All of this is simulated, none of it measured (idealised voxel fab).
This section sets out a process module, namely voxel ribs on slabs.
This is section cut - it's 260 nm across, gridded in 5 nm square cells.
In this document a cross-section is written as a grid of square cells. It is given as a series of bands, listed from the top down, and a band is one or more rows of cells. Band: top and bottom heights (nm) first, top before bottom; then materials from left to right, widths in nm. "edge to edge" marks a sole material filling the band edge to edge. "blank" denotes empty space. Heights are measured from 0, the level below which the as-received wafer is all one material; the lowest band has no bottom and continues downward, written as in "0 and below". The expression "30->40" gives the width at the extremes of the band, the first number at its top row of cells and the second at its bottom row, with the width changing by equal amounts from each row to the next in between. For the purposes of this document, the phrase "no alteration" attached to a step denotes that no cell within the cross-section was modified by that step. Enclosed voids (no open way to top), threshold 8 cells or more, entry "Enclosed void entries", notation width x height at distance, distance from left edge, nm. Step line, after settings: the simulator's comment on this step. When a step includes a mask, the "overlay nm" setting on its line states how far to the right of its planned place that mask lay, and negative values state how far to the left.

-- Steps in the process plan
1,RECEIVE (material Si)
2,DIRECTIONAL_DEP (material SiO2; thk nm 25)
3,DIRECTIONAL_DEP (material SiN; thk nm 20)
4,MASKED_ETCH (tone cover; mask id RIB; width nm 30; etch materials SiN; depth nm 5; overlay nm 0)
5,DIRECTIONAL_DEP (material aC; thk nm 10)
6,PATTERN (tone cover; mask id SLAB; material resist; width nm 80; thk nm 25; overlay nm 0)
7,DIRECTIONAL_ETCH (etch materials aC; depth nm 10)
8,STRIP (etch materials resist)
9,DIRECTIONAL_ETCH (etch materials SiN; depth nm 15)
10,STRIP (etch materials aC)
11,FILL_DEP (material SiO2; thk nm 20)
12,CMP (height nm 55)
13,DIRECTIONAL_DEP (material W; thk nm 10)
14,MASKED_ETCH (tone cover; mask id HEATER; width nm 40; etch materials W; depth nm 10; overlay nm 0)
15,CONFORMAL_DEP (material SiN; thk nm 5)

-- Of two wafers, the first: run according to plan

-- Shown in cross-section is the wafer as received, that is, as it stands after step 1
	0 and below: Si edge to edge
	Enclosed void entries: none

-- Step 2 done - wafer cross-section
	25 down to 0: SiO2 edge to edge
	Unchanged below 0.

-- Step 3 done - wafer cross-section
	45 down to 25: SiN edge to edge
	Unchanged below 25.

-- Step 4 done - wafer cross-section
	45 down to 40: blank (115), then SiN (30), then blank (115)
	Unchanged below 40.

-- Step 5 done - wafer cross-section
	55 down to 50: blank (115), then aC (30), then blank (115)
	50 down to 45: aC edge to edge
	45 down to 40: aC (115), then SiN (30), then aC (115)
	Unchanged below 40.

-- Step 6 done - wafer cross-section
	80 down to 55: blank (90), then resist (80), then blank (90)
	55 down to 50: blank (90), then resist (25), then aC (30), then resist (25), then blank (90)
	Unchanged below 50.

-- Step 7 done - wafer cross-section
	70 down to 55: blank (90), then resist (80), then blank (90)
	55 down to 50: blank (90), then resist (25), then aC (30), then resist (25), then blank (90)
	50 down to 45: blank (90), then aC (80), then blank (90)
	45 down to 40: blank (90), then aC (25), then SiN (30), then aC (25), then blank (90)
	Unchanged below 40.

-- Step 8 done - wafer cross-section
	55 down to 45: blank (115->90), then aC (30->80), then blank (115->90)
	Unchanged below 45.

-- Step 9 done - wafer cross-section
	55 down to 45: blank (115->90), then aC (30->80), then blank (115->90)
	45 down to 40: blank (90), then aC (25), then SiN (30), then aC (25), then blank (90)
	40 down to 25: blank (90), then SiN (80), then blank (90)
	Unchanged below 25.

-- Step 10 done - wafer cross-section
	45 down to 40: blank (115), then SiN (30), then blank (115)
	Unchanged below 40.

-- Step 11 done - wafer cross-section
	65 down to 45: SiO2 edge to edge
	45 down to 40: SiO2 (115), then SiN (30), then SiO2 (115)
	40 down to 25: SiO2 (90), then SiN (80), then SiO2 (90)
	Unchanged below 25.

-- Step 12 done - wafer cross-section
	55 down to 45: SiO2 edge to edge
	Unchanged below 45.

-- Step 13 done - wafer cross-section
	65 down to 55: W edge to edge
	Unchanged below 55.

-- Step 14 done - wafer cross-section
	65 down to 55: blank (110), then W (40), then blank (110)
	Unchanged below 55.

-- Step 15 done - wafer cross-section
	70 down to 65: blank (105), then SiN (50), then blank (105)
	65 down to 60: blank (105), then SiN (5), then W (40), then SiN (5), then blank (105)
	60 down to 55: SiN (110), then W (40), then SiN (110)
	Unchanged below 55.

-- Here the second wafer is described. Its start and its plan were those of the first wafer. Its run contained one mistake. Up to and including step 2, it did exactly what the first wafer did

-- Cross-section: second wafer, time at which step 3 was scheduled to end
	65 down to 25: SiN edge to edge
	Unchanged below 25.

-- Cross-section: second wafer, time at which step 4 was scheduled to end
	65 down to 60: blank (115), then SiN (30), then blank (115)
	Unchanged below 60.

-- Cross-section: second wafer, time at which step 5 was scheduled to end
	75 down to 70: blank (115), then aC (30), then blank (115)
	70 down to 65: aC edge to edge
	65 down to 60: aC (115), then SiN (30), then aC (115)
	Unchanged below 60.

-- Cross-section: second wafer, time at which step 6 was scheduled to end
	100 down to 75: blank (90), then resist (80), then blank (90)
	75 down to 70: blank (90), then resist (25), then aC (30), then resist (25), then blank (90)
	Unchanged below 70.

-- Cross-section: second wafer, time at which step 7 was scheduled to end
	90 down to 75: blank (90), then resist (80), then blank (90)
	75 down to 70: blank (90), then resist (25), then aC (30), then resist (25), then blank (90)
	70 down to 65: blank (90), then aC (80), then blank (90)
	65 down to 60: blank (90), then aC (25), then SiN (30), then aC (25), then blank (90)
	Unchanged below 60.

-- Cross-section: second wafer, time at which step 8 was scheduled to end
	75 down to 65: blank (115->90), then aC (30->80), then blank (115->90)
	Unchanged below 65.

-- Cross-section: second wafer, time at which step 9 was scheduled to end
	75 down to 65: blank (115->90), then aC (30->80), then blank (115->90)
	65 down to 60: blank (90), then aC (25), then SiN (30), then aC (25), then blank (90)
	60 down to 45: blank (90), then SiN (80), then blank (90)
	Unchanged below 45.

-- Cross-section: second wafer, time at which step 10 was scheduled to end
	65 down to 60: blank (115), then SiN (30), then blank (115)
	Unchanged below 60.

-- Cross-section: second wafer, time at which step 11 was scheduled to end
	85 down to 65: SiO2 edge to edge
	65 down to 60: SiO2 (115), then SiN (30), then SiO2 (115)
	60 down to 45: SiO2 (90), then SiN (80), then SiO2 (90)
	Unchanged below 45.

-- Cross-section: second wafer, time at which step 12 was scheduled to end
	55 down to 45: SiO2 (90), then SiN (80), then SiO2 (90)
	Unchanged below 45.

-- Cross-section: second wafer, time at which step 13 was scheduled to end
	65 down to 55: W edge to edge
	Unchanged below 55.

-- Cross-section: second wafer, time at which step 14 was scheduled to end
	65 down to 55: blank (110), then W (40), then blank (110)
	Unchanged below 55.

-- Cross-section: second wafer, time at which step 15 was scheduled to end
	70 down to 65: blank (105), then SiN (50), then blank (105)
	65 down to 60: blank (105), then SiN (5), then W (40), then SiN (5), then blank (105)
	60 down to 55: SiN (110), then W (40), then SiN (110)
	Unchanged below 55.
What went wrong in running the wafer? twice, step 3 of the plan was run
End of process, cell counts, second wafer against first, materials with more or fewer: 186 more of SiN | 186 fewer of SiO2
